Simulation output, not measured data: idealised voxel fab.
process module | voxel transistor to metal
cross-section cut | 290 nm wide | cells 5 nm
A cross-section is a grid of square cells, given in bands from the top down. A band is one or more rows of cells.
Each band's line starts with the height of the band's top and of its bottom, in nm. Then come its materials from left to right, each with its width in nm. One material with "throughout" fills the band from edge to edge. "air" is empty space.
Height 0 is the level under which the wafer as received is all one material. The lowest band goes on downwards, as in "0 down".
A width such as "30 to 40" changes by the same amount from each row of cells to the next, from the band's top row to its bottom row.
"no change" after a step means that no cell of the cross-section changed.
closed voids: empty space of 8 cells or more with no open way to the top, each as width x height at its distance from the left edge, in nm
after a step's settings: what the simulator itself notes on the step
overlay nm, on a step with a mask: how far to the right of its planned place the mask lay; to the left if negative
Each pair below shows a cross-section before one step and the cross-section after it, down to the lowest band that changed. The line under each pair gives the step between them, with its settings. The pairs can come from different runs of this module on the same starting wafer, so a pair continues from the pair above only where its "before" says so.
before
  85 to 70: aC throughout
  70 to 50: W throughout
  50 to 45: TiN throughout
  45 to 35: SiO2 40 | TiN 5 | W 15 | TiN 5 | SiO2 30 | TiN 5 | W 15 | TiN 5 | SiO2 45 | TiN 5 | W 15 | TiN 5 | SiO2 30 | TiN 5 | W 15 | TiN 5 | SiO2 45
  35 to 30: SiO2 40 | TiN 5 | W 10 | TiN 10 | SiO2 30 | TiN 10 | W 10 | TiN 5 | SiO2 45 | TiN 5 | W 10 | TiN 10 | SiO2 30 | TiN 10 | W 10 | TiN 5 | SiO2 45
  30 to 20: SiO2 40 | TiN 5 | W 10 | TiN 5 | SiN 10 | SiCN 20 | SiN 10 | TiN 5 | W 10 | TiN 5 | SiO2 45 | TiN 5 | W 10 | TiN 5 | SiN 10 | SiCN 20 | SiN 10 | TiN 5 | W 10 | TiN 5 | SiO2 45
  20 to 0: SiO2 40 | TiN 5 | W 10 | TiN 5 | SiN 10 | polySi 20 | SiN 10 | TiN 5 | W 10 | TiN 5 | SiO2 45 | TiN 5 | W 10 | TiN 5 | SiN 10 | polySi 20 | SiN 10 | TiN 5 | W 10 | TiN 5 | SiO2 45
  0 to -5: SiO2 40 | TiN 20 | SiN 10 | polySi 20 | SiN 10 | TiN 20 | SiO2 45 | TiN 20 | SiN 10 | polySi 20 | SiN 10 | TiN 20 | SiO2 45
  -5 to -10: SiO2 25 | SiGe 35 | SiO2 40 | SiGe 35 | SiO2 15 | SiGe 35 | SiO2 40 | SiGe 35 | SiO2 30
  -10 to -25: SiO2 30 | Si 100 | SiO2 25 | Si 100 | SiO2 35
  -25 down: Si throughout
  closed voids: none
after
  115 to 85: air 30 | resist 15 | air 50 | resist 15 | air 45 | resist 15 | air 50 | resist 15 | air 55
  below 85: unchanged
  closed voids: none
the step between: op PATTERN | tone cover | mask id METAL_1 | material resist | width nm 15 | thk nm 30 | overlay nm -10
before: the cross-section after the pair above
after
  100 to 85: air 30 | resist 15 | air 50 | resist 15 | air 45 | resist 15 | air 50 | resist 15 | air 55
  85 to 70: air 30 | aC 15 | air 50 | aC 15 | air 45 | aC 15 | air 50 | aC 15 | air 55
  below 70: unchanged
  closed voids: none
the step between: op DIRECTIONAL_ETCH | etch materials aC | depth nm 15
before: the cross-section after the pair above
after
  85 to 70: air 30 | aC 15 | air 50 | aC 15 | air 45 | aC 15 | air 50 | aC 15 | air 55
  below 70: unchanged
  closed voids: none
the step between: op STRIP | etch materials resist
before: the cross-section after the pair above
after
  85 to 70: air 30 | aC 15 | air 50 | aC 15 | air 45 | aC 15 | air 50 | aC 15 | air 55
  70 to 50: air 30 | W 15 | air 50 | W 15 | air 45 | W 15 | air 50 | W 15 | air 55
  below 50: unchanged
  closed voids: none
the step between: op DIRECTIONAL_ETCH | etch materials W | depth nm 20
before: the cross-section after the pair above
after
  85 to 70: air 30 | aC 15 | air 50 | aC 15 | air 45 | aC 15 | air 50 | aC 15 | air 55
  70 to 50: air 30 | W 15 | air 50 | W 15 | air 45 | W 15 | air 50 | W 15 | air 55
  50 to 45: air 30 | TiN 15 | air 50 | TiN 15 | air 45 | TiN 15 | air 50 | TiN 15 | air 55
  below 45: unchanged
  closed voids: none
the step between: op DIRECTIONAL_ETCH | etch materials TiN | depth nm 5
before: the cross-section after the pair above
after
  70 to 50: air 30 | W 15 | air 50 | W 15 | air 45 | W 15 | air 50 | W 15 | air 55
  below 50: unchanged
  closed voids: none
the step between: op STRIP | etch materials aC
before: the cross-section after the pair above
after
  75 to 70: air 25 | SiN 25 | air 40 | SiN 25 | air 35 | SiN 25 | air 40 | SiN 25 | air 50
  70 to 50: air 25 | SiN 5 | W 15 | SiN 5 | air 40 | SiN 5 | W 15 | SiN 5 | air 35 | SiN 5 | W 15 | SiN 5 | air 40 | SiN 5 | W 15 | SiN 5 | air 50
  50 to 45: SiN 30 | TiN 15 | SiN 50 | TiN 15 | SiN 45 | TiN 15 | SiN 50 | TiN 15 | SiN 55
  below 45: unchanged
  closed voids: none
the step between: op CONFORMAL_DEP | material SiN | thk nm 5
before: the cross-section after the pair above
after
  80 to 75: SiO2 throughout
  75 to 70: SiO2 25 | SiN 25 | SiO2 40 | SiN 25 | SiO2 35 | SiN 25 | SiO2 40 | SiN 25 | SiO2 50
  70 to 50: SiO2 25 | SiN 5 | W 15 | SiN 5 | SiO2 40 | SiN 5 | W 15 | SiN 5 | SiO2 35 | SiN 5 | W 15 | SiN 5 | SiO2 40 | SiN 5 | W 15 | SiN 5 | SiO2 50
  below 50: unchanged
  closed voids: none
the step between: op FILL_DEP | material SiO2 | thk nm 5
before: the cross-section after the pair above
after
  70 to 50: SiO2 25 | SiN 5 | W 15 | SiN 5 | SiO2 40 | SiN 5 | W 15 | SiN 5 | SiO2 35 | SiN 5 | W 15 | SiN 5 | SiO2 40 | SiN 5 | W 15 | SiN 5 | SiO2 50
  below 50: unchanged
  closed voids: none
the step between: op CMP | height nm 70
before: the cross-section after the pair above
after
  75 to 70: SiN throughout
  below 70: unchanged
  closed voids: none
the step between: op CONFORMAL_DEP | material SiN | thk nm 5
before
  70 to 50: SiO2 35 | SiN 5 | W 15 | SiN 5 | SiO2 40 | SiN 5 | W 15 | SiN 5 | SiO2 35 | SiN 5 | W 15 | SiN 5 | SiO2 40 | SiN 5 | W 15 | SiN 5 | SiO2 40
  50 to 45: SiN 40 | TiN 15 | SiN 50 | TiN 15 | SiN 45 | TiN 15 | SiN 50 | TiN 15 | SiN 45
  45 to 35: SiO2 40 | TiN 5 | W 15 | TiN 5 | SiO2 30 | TiN 5 | W 15 | TiN 5 | SiO2 45 | TiN 5 | W 15 | TiN 5 | SiO2 30 | TiN 5 | W 15 | TiN 5 | SiO2 45
  35 to 30: SiO2 40 | TiN 5 | W 10 | TiN 10 | SiO2 30 | TiN 10 | W 10 | TiN 5 | SiO2 45 | TiN 5 | W 10 | TiN 10 | SiO2 30 | TiN 10 | W 10 | TiN 5 | SiO2 45
  30 to 20: SiO2 40 | TiN 5 | W 10 | TiN 5 | SiN 10 | SiCN 20 | SiN 10 | TiN 5 | W 10 | TiN 5 | SiO2 45 | TiN 5 | W 10 | TiN 5 | SiN 10 | SiCN 20 | SiN 10 | TiN 5 | W 10 | TiN 5 | SiO2 45
  20 to 0: SiO2 40 | TiN 5 | W 10 | TiN 5 | SiN 10 | polySi 20 | SiN 10 | TiN 5 | W 10 | TiN 5 | SiO2 45 | TiN 5 | W 10 | TiN 5 | SiN 10 | polySi 20 | SiN 10 | TiN 5 | W 10 | TiN 5 | SiO2 45
  0 to -5: SiO2 40 | TiN 20 | SiN 10 | polySi 20 | SiN 10 | TiN 20 | SiO2 45 | TiN 20 | SiN 10 | polySi 20 | SiN 10 | TiN 20 | SiO2 45
  -5 to -10: SiO2 25 | SiGe 35 | SiO2 40 | SiGe 35 | SiO2 15 | SiGe 35 | SiO2 40 | SiGe 35 | SiO2 30
  -10 to -25: SiO2 30 | Si 100 | SiO2 25 | Si 100 | SiO2 35
  -25 down: Si throughout
  closed voids: none
after
  75 to 70: polySi throughout
  below 70: unchanged
  closed voids: none
the step between: op CONFORMAL_DEP | material polySi | thk nm 5
before
  45 to 30: SiO2 throughout
  30 to 20: SiO2 60 | SiN 10 | SiCN 20 | SiN 10 | SiO2 85 | SiN 10 | SiCN 20 | SiN 10 | SiO2 65
  20 to -5: SiO2 60 | SiN 10 | polySi 20 | SiN 10 | SiO2 85 | SiN 10 | polySi 20 | SiN 10 | SiO2 65
  -5 to -10: SiO2 25 | SiGe 35 | SiO2 40 | SiGe 35 | SiO2 15 | SiGe 35 | SiO2 40 | SiGe 35 | SiO2 30
  -10 to -25: SiO2 30 | Si 100 | SiO2 25 | Si 100 | SiO2 35
  -25 down: Si throughout
  closed voids: none
after
  60 to 45: air 40 | resist 25 | air 30 | resist 25 | air 45 | resist 25 | air 30 | resist 25 | air 45
  below 45: unchanged
  closed voids: none
the step between: op PATTERN | tone cover | mask id CONTACT | material resist | width nm 25 | thk nm 15 | overlay nm 0
before: the cross-section after the pair above
after
  60 to 45: air 40 | resist 25 | air 30 | resist 25 | air 45 | resist 25 | air 30 | resist 25 | air 45
  45 to 30: air 40 | SiO2 25 | air 30 | SiO2 25 | air 45 | SiO2 25 | air 30 | SiO2 25 | air 45
  30 to 20: air 40 | SiO2 20 | SiN 10 | SiCN 20 | SiN 10 | SiO2 20 | air 45 | SiO2 20 | SiN 10 | SiCN 20 | SiN 10 | SiO2 20 | air 45
  20 to -5: air 40 | SiO2 20 | SiN 10 | polySi 20 | SiN 10 | SiO2 20 | air 45 | SiO2 20 | SiN 10 | polySi 20 | SiN 10 | SiO2 20 | air 45
  below -5: unchanged
  closed voids: none
the step between: op DIRECTIONAL_ETCH | etch materials SiO2 | depth nm 50
before: the cross-section after the pair above
after
  45 to 30: air 40 | SiO2 25 | air 30 | SiO2 25 | air 45 | SiO2 25 | air 30 | SiO2 25 | air 45
  below 30: unchanged
  closed voids: none
the step between: op STRIP | etch materials resist
before: the cross-section after the pair above
after
  50 to 45: air 35 | TiN 35 | air 20 | TiN 35 | air 35 | TiN 35 | air 20 | TiN 35 | air 40
  45 to 35: air 35 | TiN 5 | SiO2 25 | TiN 5 | air 20 | TiN 5 | SiO2 25 | TiN 5 | air 35 | TiN 5 | SiO2 25 | TiN 5 | air 20 | TiN 5 | SiO2 25 | TiN 5 | air 40
  35 to 30: air 35 | TiN 5 | SiO2 25 | TiN 30 | SiO2 25 | TiN 5 | air 35 | TiN 5 | SiO2 25 | TiN 30 | SiO2 25 | TiN 5 | air 40
  30 to 20: air 35 | TiN 5 | SiO2 20 | SiN 10 | SiCN 20 | SiN 10 | SiO2 20 | TiN 5 | air 35 | TiN 5 | SiO2 20 | SiN 10 | SiCN 20 | SiN 10 | SiO2 20 | TiN 5 | air 40
  20 to 0: air 35 | TiN 5 | SiO2 20 | SiN 10 | polySi 20 | SiN 10 | SiO2 20 | TiN 5 | air 35 | TiN 5 | SiO2 20 | SiN 10 | polySi 20 | SiN 10 | SiO2 20 | TiN 5 | air 40
  0 to -5: TiN 40 | SiO2 20 | SiN 10 | polySi 20 | SiN 10 | SiO2 20 | TiN 45 | SiO2 20 | SiN 10 | polySi 20 | SiN 10 | SiO2 20 | TiN 45
  below -5: unchanged
  closed voids: none
the step between: op CONFORMAL_DEP | material TiN | thk nm 5
before: the cross-section after the pair above
after
  60 to 50: W throughout
  50 to 45: W 35 | TiN 35 | W 20 | TiN 35 | W 35 | TiN 35 | W 20 | TiN 35 | W 40
  45 to 35: W 35 | TiN 5 | SiO2 25 | TiN 5 | W 20 | TiN 5 | SiO2 25 | TiN 5 | W 35 | TiN 5 | SiO2 25 | TiN 5 | W 20 | TiN 5 | SiO2 25 | TiN 5 | W 40
  35 to 30: W 35 | TiN 5 | SiO2 25 | TiN 30 | SiO2 25 | TiN 5 | W 35 | TiN 5 | SiO2 25 | TiN 30 | SiO2 25 | TiN 5 | W 40
  30 to 20: W 35 | TiN 5 | SiO2 20 | SiN 10 | SiCN 20 | SiN 10 | SiO2 20 | TiN 5 | W 35 | TiN 5 | SiO2 20 | SiN 10 | SiCN 20 | SiN 10 | SiO2 20 | TiN 5 | W 40
  20 to 0: W 35 | TiN 5 | SiO2 20 | SiN 10 | polySi 20 | SiN 10 | SiO2 20 | TiN 5 | W 35 | TiN 5 | SiO2 20 | SiN 10 | polySi 20 | SiN 10 | SiO2 20 | TiN 5 | W 40
  below 0: unchanged
  closed voids: none
the step between: op FILL_DEP | material W | thk nm 10
before: the cross-section after the pair above
after
  45 to 35: W 35 | TiN 5 | SiO2 25 | TiN 5 | W 20 | TiN 5 | SiO2 25 | TiN 5 | W 35 | TiN 5 | SiO2 25 | TiN 5 | W 20 | TiN 5 | SiO2 25 | TiN 5 | W 40
  below 35: unchanged
  closed voids: none
the step between: op CMP | height nm 45
before: the cross-section after the pair above
after
  50 to 45: TiN throughout
  below 45: unchanged
  closed voids: none
the step between: op DIRECTIONAL_DEP | material TiN | thk nm 5
before: the cross-section after the pair above
after
  70 to 50: W throughout
  below 50: unchanged
  closed voids: none
the step between: op DIRECTIONAL_DEP | material W | thk nm 20
before: the cross-section after the pair above
after
  85 to 70: aC throughout
  below 70: unchanged
  closed voids: none
the step between: op DIRECTIONAL_DEP | material aC | thk nm 15
before: the cross-section after the pair above
after
  115 to 85: air 40 | resist 15 | air 50 | resist 15 | air 45 | resist 15 | air 50 | resist 15 | air 45
  below 85: unchanged
  closed voids: none
the step between: op PATTERN | tone cover | mask id METAL_1 | material resist | width nm 15 | thk nm 30 | overlay nm 0
before: the cross-section after the pair above
after
  100 to 85: air 40 | resist 15 | air 50 | resist 15 | air 45 | resist 15 | air 50 | resist 15 | air 45
  85 to 70: air 40 | aC 15 | air 50 | aC 15 | air 45 | aC 15 | air 50 | aC 15 | air 45
  below 70: unchanged
  closed voids: none
the step between: op DIRECTIONAL_ETCH | etch materials aC | depth nm 15
before: the cross-section after the pair above
after
  85 to 70: air 40 | aC 15 | air 50 | aC 15 | air 45 | aC 15 | air 50 | aC 15 | air 45
  below 70: unchanged
  closed voids: none
the step between: op STRIP | etch materials resist
before: the cross-section after the pair above
after
  85 to 70: air 40 | aC 15 | air 50 | aC 15 | air 45 | aC 15 | air 50 | aC 15 | air 45
  70 to 50: air 40 | W 15 | air 50 | W 15 | air 45 | W 15 | air 50 | W 15 | air 45
  below 50: unchanged
  closed voids: none
the step between: op DIRECTIONAL_ETCH | etch materials W | depth nm 20
before: the cross-section after the pair above
after
  85 to 70: air 40 | aC 15 | air 50 | aC 15 | air 45 | aC 15 | air 50 | aC 15 | air 45
  70 to 50: air 40 | W 15 | air 50 | W 15 | air 45 | W 15 | air 50 | W 15 | air 45
  50 to 45: air 40 | TiN 15 | air 50 | TiN 15 | air 45 | TiN 15 | air 50 | TiN 15 | air 45
  below 45: unchanged
  closed voids: none
the step between: op DIRECTIONAL_ETCH | etch materials TiN | depth nm 5
before: the cross-section after the pair above
after
  70 to 50: air 40 | W 15 | air 50 | W 15 | air 45 | W 15 | air 50 | W 15 | air 45
  below 50: unchanged
  closed voids: none
the step between: op STRIP | etch materials aC
before: the cross-section after the pair above
after
  75 to 70: air 35 | SiN 25 | air 40 | SiN 25 | air 35 | SiN 25 | air 40 | SiN 25 | air 40
  70 to 50: air 35 | SiN 5 | W 15 | SiN 5 | air 40 | SiN 5 | W 15 | SiN 5 | air 35 | SiN 5 | W 15 | SiN 5 | air 40 | SiN 5 | W 15 | SiN 5 | air 40
  50 to 45: SiN 40 | TiN 15 | SiN 50 | TiN 15 | SiN 45 | TiN 15 | SiN 50 | TiN 15 | SiN 45
  below 45: unchanged
  closed voids: none
the step between: op CONFORMAL_DEP | material SiN | thk nm 5
before: the cross-section after the pair above
after
  80 to 75: SiO2 throughout
  75 to 70: SiO2 35 | SiN 25 | SiO2 40 | SiN 25 | SiO2 35 | SiN 25 | SiO2 40 | SiN 25 | SiO2 40
  70 to 50: SiO2 35 | SiN 5 | W 15 | SiN 5 | SiO2 40 | SiN 5 | W 15 | SiN 5 | SiO2 35 | SiN 5 | W 15 | SiN 5 | SiO2 40 | SiN 5 | W 15 | SiN 5 | SiO2 40
  below 50: unchanged
  closed voids: none
the step between: op FILL_DEP | material SiO2 | thk nm 5
before: the cross-section after the pair above
after
  70 to 50: SiO2 35 | SiN 5 | W 15 | SiN 5 | SiO2 40 | SiN 5 | W 15 | SiN 5 | SiO2 35 | SiN 5 | W 15 | SiN 5 | SiO2 40 | SiN 5 | W 15 | SiN 5 | SiO2 40
  below 50: unchanged
  closed voids: none
the step between: op CMP | height nm 70
before: the cross-section after the pair above
after
  75 to 70: SiN throughout
  below 70: unchanged
  closed voids: none
the step between: op CONFORMAL_DEP | material SiN | thk nm 5
